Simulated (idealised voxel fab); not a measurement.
The process module presented herein is designated voxel double patterning.
Xsec cut, 190 nm wide, square cell size 5 nm.
Cross-sections here: square-cell grids, written as top-down lists of bands, a band being one or more rows of cells. Quick guide to a band line: top height, bottom height (nm) up front; then every material left to right with its width in nm. Only one material and it's marked "full width"? Then it fills the band edge to edge. And "empty" just means empty space. Counting heights begins at 0, where everything beneath is, in the wafer as received, one material. The lowest band has no bottom; it goes on downwards, as "0 down" shows. So if you see something like "30 to 40" for the width, read it as the top row of the band sitting at the first number and the bottom row at the second, with every row in between moving by the same amount as the last. Key: "no modification" - step with no changed cell in the cross-section. Reported under the label "Closed void inventory" are the empty spaces having no open way to the top and comprising 8 cells or more; the notation for each is width x height at distance, in which the distance is measured from the left edge and all three values are in nm. Step line, after settings: the simulator's comment on this step. A step's line can hold "overlay nm"; with a mask on that step, the setting says how far right of the planned place the mask lay, while a negative setting says it lay to the left.

The process steps that were planned are listed below
1 RECEIVE with material Si
2 CONFORMAL_DEP with material SiO2, thk nm 5
3 DIRECTIONAL_DEP with material W, thk nm 15
4 DIRECTIONAL_DEP with material SiN, thk nm 10
5 MASKED_ETCH with tone open, mask id FIRST, width nm 15, pitch nm 50, etch materials SiN, depth nm 10, overlay nm 0
6 PATTERN with tone open, mask id SECOND, material resist, width nm 15, thk nm 20, overlay nm 0
7 DIRECTIONAL_ETCH with etch materials SiN, depth nm 10
8 STRIP with etch materials resist
9 DIRECTIONAL_ETCH with etch materials W, depth nm 15
10 STRIP with etch materials SiN

The following pertains to the first of two wafers, which was processed as planned

Cross-sectional view of the wafer in its as-received condition, corresponding to the state after step 1
    0 down = Si full width
    Closed void inventory: none

You're looking at a cross-section of the wafer after step 2
    5 to 0 = SiO2 full width
    Below 0, no change.

You're looking at a cross-section of the wafer after step 3
    20 to 5 = W full width
    Below 5, no change.

You're looking at a cross-section of the wafer after step 4
    30 to 20 = SiN full width
    Below 20, no change.

You're looking at a cross-section of the wafer after step 5
    30 to 20 = SiN (60); empty (15); SiN (35); empty (15); SiN (65)
    Below 20, no change.

You're looking at a cross-section of the wafer after step 6
    50 to 30 = resist (85); empty (15); resist (90)
    30 to 20 = SiN (60); resist (15); SiN (35); resist (15); SiN (65)
    Below 20, no change.

You're looking at a cross-section of the wafer after step 7
    50 to 30 = resist (85); empty (15); resist (90)
    30 to 20 = SiN (60); resist (15); SiN (10); empty (15); SiN (10); resist (15); SiN (65)
    Below 20, no change.

You're looking at a cross-section of the wafer after step 8
    30 to 20 = SiN (60); empty (15); SiN (10); empty (15); SiN (10); empty (15); SiN (65)
    Below 20, no change.

You're looking at a cross-section of the wafer after step 9
    30 to 20 = SiN (60); empty (15); SiN (10); empty (15); SiN (10); empty (15); SiN (65)
    20 to 5 = W (60); empty (15); W (10); empty (15); W (10); empty (15); W (65)
    Below 5, no change.

You're looking at a cross-section of the wafer after step 10
    20 to 5 = W (60); empty (15); W (10); empty (15); W (10); empty (15); W (65)
    Below 5, no change.

Second of two: same start, same plan, one run error; steps up to and including 4 match the first

Second wafer, section view, time point: scheduled end of step 5
    30 to 20 = SiN (60); empty (20); SiN (30); empty (20); SiN (60)
    Below 20, no change.

Second wafer, section view, time point: scheduled end of step 6
    50 to 30 = resist (85); empty (15); resist (90)
    30 to 20 = SiN (60); resist (20); SiN (30); resist (20); SiN (60)
    Below 20, no change.

Second wafer, section view, time point: scheduled end of step 7
    50 to 30 = resist (85); empty (15); resist (90)
    30 to 20 = SiN (60); resist (20); SiN (5); empty (15); SiN (10); resist (20); SiN (60)
    Below 20, no change.

Second wafer, section view, time point: scheduled end of step 8
    30 to 20 = SiN (60); empty (20); SiN (5); empty (15); SiN (10); empty (20); SiN (60)
    Below 20, no change.

Second wafer, section view, time point: scheduled end of step 9
    30 to 20 = SiN (60); empty (20); SiN (5); empty (15); SiN (10); empty (20); SiN (60)
    20 to 5 = W (60); empty (20); W (5); empty (15); W (10); empty (20); W (60)
    Below 5, no change.

Second wafer, section view, time point: scheduled end of step 10
    20 to 5 = W (60); empty (20); W (5); empty (15); W (10); empty (20); W (60)
    Below 5, no change.
Want to know what went wrong? so step 5 ended up running with a different setting than we planned, it ran as MASKED_ETCH with tone open, mask id FIRST, width nm 20, pitch nm 50, etch materials SiN, depth nm 10, overlay nm 0
Once processing is complete, comparing cell counts shows that the second wafer has more or fewer of certain materials than the first: W: 6 fewer
